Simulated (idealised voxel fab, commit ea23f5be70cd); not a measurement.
This is a process module. Its name is voxel ribs on slabs.
Xsec cut, 155 nm wide, square cell size 5 nm.
This document writes a cross-section as a grid whose cells are square, and gives it as bands, listed from the top down; one or more rows of cells form a band. It is stipulated that each band's entry specify, in nanometres, the height of the top of the band and then that of its bottom, followed by the materials of the band in left-to-right sequence, each together with its width in nanometres. A single material marked by the word "all across" is understood to fill the band from edge to edge; the word "air" is understood to denote empty space. We count height from 0. Below that, the starting wafer is all one material. The lowest band never ends at the bottom but goes on down; see "0 and below" for how that is written. With a width like "30..40", each row of cells in the band differs from the next by the same amount, the top row carrying the first number and the bottom row the second. Take "no alteration" at face value: in the step it is given for, the cross-section changed in none of its cells. "Trapped voids" specifies each empty space that is not open to the top and that occupies no fewer than 8 cells, using the form width x height at distance, the distance measured from the left edge and all three quantities in nm. It should be noted that, on the line of a given step, the content following the step's settings is a remark produced by the simulator itself with respect to that step. On any step carrying a mask, the "overlay nm" setting, if present on the step's line, tells how far right of its planned place the mask lay; negative values point to the left.
## The planned process steps are enumerated hereunder
1: RECEIVE | material Si
2: DIRECTIONAL_DEP | material SiO2 | thk nm 30
3: DIRECTIONAL_DEP | material polySi | thk nm 20
4: PATTERN | tone cover | mask id RIB | material resist | width nm 15 | thk nm 15 | overlay nm 0
5: DIRECTIONAL_ETCH | etch materials polySi | depth nm 10
6: STRIP | etch materials resist
7: DIRECTIONAL_DEP | material aC | thk nm 15
8: PATTERN | tone cover | mask id SLAB | material resist | width nm 75 | thk nm 35 | overlay nm 0
9: DIRECTIONAL_ETCH | etch materials aC | depth nm 15
10: STRIP | etch materials resist
11: DIRECTIONAL_ETCH | etch materials polySi | depth nm 10
12: STRIP | etch materials aC
13: FILL_DEP | material SiO2 | thk nm 25
14: CMP | height nm 65
15: DIRECTIONAL_DEP | material W | thk nm 10
16: PATTERN | tone cover | mask id HEATER | material resist | width nm 25 | thk nm 15 | overlay nm 0
17: DIRECTIONAL_ETCH | etch materials W | depth nm 10
18: STRIP | etch materials resist
19: CONFORMAL_DEP | material SiO2 | thk nm 5
## This is the cross-section of the wafer as we received it, i.e. after step 1
  0 and below = Si all across
  Trapped voids: none
## The first of two wafers, cross-sectioned at the end of the module, with the run proceeding as planned
  80 down to 75 = 60 nm air  35 nm SiO2  60 nm air
  75 down to 70 = 60 nm air  5 nm SiO2  25 nm W  5 nm SiO2  60 nm air
  70 down to 65 = 65 nm SiO2  25 nm W  65 nm SiO2
  65 down to 50 = SiO2 all across
  50 down to 40 = 70 nm SiO2  15 nm polySi  70 nm SiO2
  40 down to 30 = 40 nm SiO2  75 nm polySi  40 nm SiO2
  30 down to 0 = SiO2 all across
  0 and below = Si all across
  Trapped voids: none
## What the second wafer looks like in cross-section once the module is done. Its start and its plan matched the first wafer's exactly; what differed was one mistake in how it was run
  80 down to 75 = 60 nm air  35 nm SiO2  60 nm air
  75 down to 70 = 60 nm air  5 nm SiO2  25 nm W  5 nm SiO2  60 nm air
  70 down to 65 = 65 nm SiO2  25 nm W  65 nm SiO2
  65 down to 50 = SiO2 all across
  50 down to 40 = 70 nm SiO2  15 nm polySi  70 nm SiO2
  40 down to 30 = 35 nm SiO2  85 nm polySi  35 nm SiO2
  30 down to 0 = SiO2 all across
  0 and below = Si all across
  Trapped voids: none
Finding, execution versus plan: not per plan at step 8, really ran PATTERN | tone cover | mask id SLAB | material resist | width nm 85 | thk nm 35 | overlay nm 0
End of process, cell counts, second wafer against first, materials with more or fewer: SiO2: 4 fewer, polySi: 4 more
